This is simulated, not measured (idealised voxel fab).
Documented hereafter: the process module known as voxel trench capacitor.
250 nm wide, 5 nm square cells: that's cross-section cut.
This document writes a cross-section as a grid whose cells are square, and gives it as bands, listed from the top down; one or more rows of cells form a band. Read a band's entry like this: the first values are the height of its top and the height of its bottom in nm, and what follows is the sequence of materials from left to right, each with its width in nm. Note that "blank" is empty space, and that a single material marked "full width" reaches across the band from edge to edge. The reference from which all heights are counted is 0, the level beneath which the as-received wafer is entirely one material; the lowest band, having no lower bound, proceeds downward and is written after the example "top 0, no bottom". Quick explanation for "30 to 40": the width changes in equal steps down the rows of cells, from the first number in the band's top row to the second number in its bottom row. Where the words "no modifications" appear for a step, the cross-section shows no cell changed by that step; every cell remained as before. Basically, "Tabulated closed voids" tells you about the enclosed voids: empty spaces with no open way to the top, 8 cells or bigger, each written width x height at distance, where distance is from the left edge, all in nm. after a step's settings: what the simulator itself notes on the step. "overlay nm" on a masked step: distance the mask lay right of its planned place, negative for left.
The following list gives the planned process steps:
step 1: RECEIVE,material Si
step 2: CONFORMAL_DEP,material SiN,thk nm 10
step 3: DIRECTIONAL_DEP,material aC,thk nm 15
step 4: PATTERN,tone open,mask id TRENCH,material resist,width nm 30,pitch nm 60,thk nm 35,overlay nm 0
step 5: DIRECTIONAL_ETCH,etch materials aC,depth nm 15
step 6: STRIP,etch materials resist
step 7: DIRECTIONAL_ETCH,etch materials SiN,depth nm 10
step 8: DIRECTIONAL_ETCH,etch materials Si,depth nm 25
step 9: STRIP,etch materials aC
step 10: CONFORMAL_DEP,material Al2O3,thk nm 5
step 11: CONFORMAL_DEP,material TiN,thk nm 5
step 12: FILL_DEP,material W,thk nm 5
step 13: CMP,height nm 10
Cross-section of the wafer upon arrival, representing the state reached after step 1:
	top 0, no bottom = Si full width
	Tabulated closed voids: none
Look at the cross-section after the module: the wafer started out the way shown above and the plan was the one shown above, yet one mistake was made along the way:
	top 10, bottom 0 = 75 SiN  5 Al2O3  5 TiN  20 W  5 TiN  5 Al2O3  20 SiN  5 Al2O3  5 TiN  20 W  5 TiN  5 Al2O3  75 SiN
	top 0, bottom -15 = 75 Si  5 Al2O3  5 TiN  20 W  5 TiN  5 Al2O3  20 Si  5 Al2O3  5 TiN  20 W  5 TiN  5 Al2O3  75 Si
	top -15, bottom -20 = 75 Si  5 Al2O3  30 TiN  5 Al2O3  20 Si  5 Al2O3  30 TiN  5 Al2O3  75 Si
	top -20, bottom -25 = 75 Si  40 Al2O3  20 Si  40 Al2O3  75 Si
	top -25, no bottom = Si full width
	Tabulated closed voids: none
Heads up, the wafer didn't run the way we planned it: for step 4, the planned setting was not used; the step was instead run as PATTERN,tone open,mask id TRENCH,material resist,width nm 40,pitch nm 60,thk nm 35,overlay nm 0
